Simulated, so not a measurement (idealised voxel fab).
Presented below is a process module, voxel capacitor over wiring.
Square cell edge 5 nm, section width 165 nm, ID cut.
How to read a cross-section here: the picture is a grid of square cells, written as bands going from the top down, and any band can span one or more rows of cells. Quick guide to a band line: top height, bottom height (nm) up front; then every material left to right with its width in nm. Only one material and it's marked "edge to edge"? Then it fills the band edge to edge. And "empty" just means empty space. All heights in this document are referenced to 0, defined as the level beneath which the wafer, as received, consists entirely of one material. The lowest band is not bounded below; it extends indefinitely downward and is written in the form "0 and below". With a width like "30 to 40", each row of cells in the band differs from the next by the same amount, the top row carrying the first number and the bottom row the second. "all unchanged" -> step changed no cross-section cell. Empty spaces counting at least 8 cells and having no open way to the top are listed in "Enclosed cavities". The notation width x height at distance is used for each, the distance being from the left edge and all three values in nm. On a step's line, text after the settings is the simulator commenting on that step. overlay nm: on a step with a mask, how far right of its planned place the mask lay; negative means left.
### The steps planned for the process are as follows
1. RECEIVE: material Si
2. CONFORMAL_DEP: material SiO2, thk nm 10
3. DIRECTIONAL_DEP: material TiN, thk nm 5
4. DIRECTIONAL_DEP: material W, thk nm 15
5. MASKED_ETCH: tone cover, mask id METAL_1, width nm 25, pitch nm 75, etch materials W, depth nm 15, overlay nm 0
6. MASKED_ETCH: tone cover, mask id METAL_1, width nm 25, pitch nm 75, etch materials TiN, depth nm 5, overlay nm 0
7. FILL_DEP: material lowk, thk nm 5
8. CMP: height nm 30
9. CONFORMAL_DEP: material SiCN, thk nm 5
10. DIRECTIONAL_DEP: material lowk, thk nm 20
11. PATTERN: tone open, mask id PLUG_1, material resist, width nm 15, thk nm 15, overlay nm 0
12. DIRECTIONAL_ETCH: etch materials lowk, depth nm 20
13. DIRECTIONAL_ETCH: etch materials SiCN, depth nm 5
14. STRIP: etch materials resist
15. EPI: material Ru, thk nm 10
16. EPI: material Ru, thk nm 10
17. EPI: material Ru, thk nm 5
18. DIRECTIONAL_DEP: material TiN, thk nm 5
19. DIRECTIONAL_DEP: material HfO2, thk nm 5
20. DIRECTIONAL_DEP: material TiN, thk nm 5
21. PATTERN: tone cover, mask id UPPER_PLATE, material resist, width nm 55, thk nm 15, overlay nm 0
22. DIRECTIONAL_ETCH: etch materials TiN, depth nm 5
23. DIRECTIONAL_ETCH: etch materials HfO2, depth nm 5
24. STRIP: etch materials resist
25. PATTERN: tone cover, mask id LOWER_PLATE, material resist, width nm 65, thk nm 15, overlay nm 0
26. DIRECTIONAL_ETCH: etch materials TiN, depth nm 5
27. STRIP: etch materials resist
28. FILL_DEP: material SiO2, thk nm 15
29. CMP: height nm 80
30. PATTERN: tone open, mask id PLUG_2, material resist, width nm 15, thk nm 15, overlay nm 0
31. DIRECTIONAL_ETCH: etch materials SiO2, depth nm 10
32. STRIP: etch materials resist
33. CONFORMAL_DEP: material TiN, thk nm 5
34. FILL_DEP: material Ru, thk nm 5
35. CMP: height nm 80
36. CONFORMAL_DEP: material SiCN, thk nm 5
### Wafer as received: cross-section following step 1
	0 and below: Si edge to edge
	Enclosed cavities: none
### First of two wafers, end-of-module section, run followed plan
	85 down to 80: SiCN edge to edge
	80 down to 75: SiO2=50; TiN=5; Ru=5; TiN=5; SiO2=100
	75 down to 65: SiO2=50 to 40; TiN=15 to 55; SiO2=100 to 70
	65 down to 60: SiO2=40; HfO2=55; SiO2=70
	60 down to 55: SiO2=35; TiN=65; SiO2=65
	55 down to 35: lowk=40; Ru=15; lowk=110
	35 down to 30: SiCN=40; Ru=15; SiCN=110
	30 down to 15: lowk=30; W=25; lowk=50; W=25; lowk=35
	15 down to 10: lowk=30; TiN=25; lowk=50; TiN=25; lowk=35
	10 down to 0: SiO2 edge to edge
	0 and below: Si edge to edge
	Enclosed cavities: none
### Same start, same plan as the first wafer - but one mistake in the run. Cross-section of the second of the two at the end of the module
	85 down to 80: SiCN edge to edge
	80 down to 75: SiO2=50; TiN=5; Ru=5; TiN=5; SiO2=100
	75 down to 65: SiO2=50 to 40; TiN=15 to 55; SiO2=100 to 70
	65 down to 60: SiO2=40; HfO2=55; SiO2=70
	60 down to 55: SiO2=35; TiN=65; SiO2=65
	55 down to 35: lowk=40; Ru=15; lowk=110
	35 down to 30: SiCN=40; Ru=15; SiCN=110
	30 down to 15: lowk=30; W=25; lowk=50; W=25; lowk=35
	15 down to 10: lowk=25; TiN=35; lowk=40; TiN=35; lowk=30
	10 down to 0: SiO2 edge to edge
	0 and below: Si edge to edge
	Enclosed cavities: none
Diagnosis: note that step 6 departed from the planned setting and was carried out as MASKED_ETCH: tone cover, mask id METAL_1, width nm 35, pitch nm 75, etch materials TiN, depth nm 5, overlay nm 0
The closing comparison, in cells, has the second wafer with more or fewer of some materials than the first: TiN: 4 more | lowk: 4 fewer
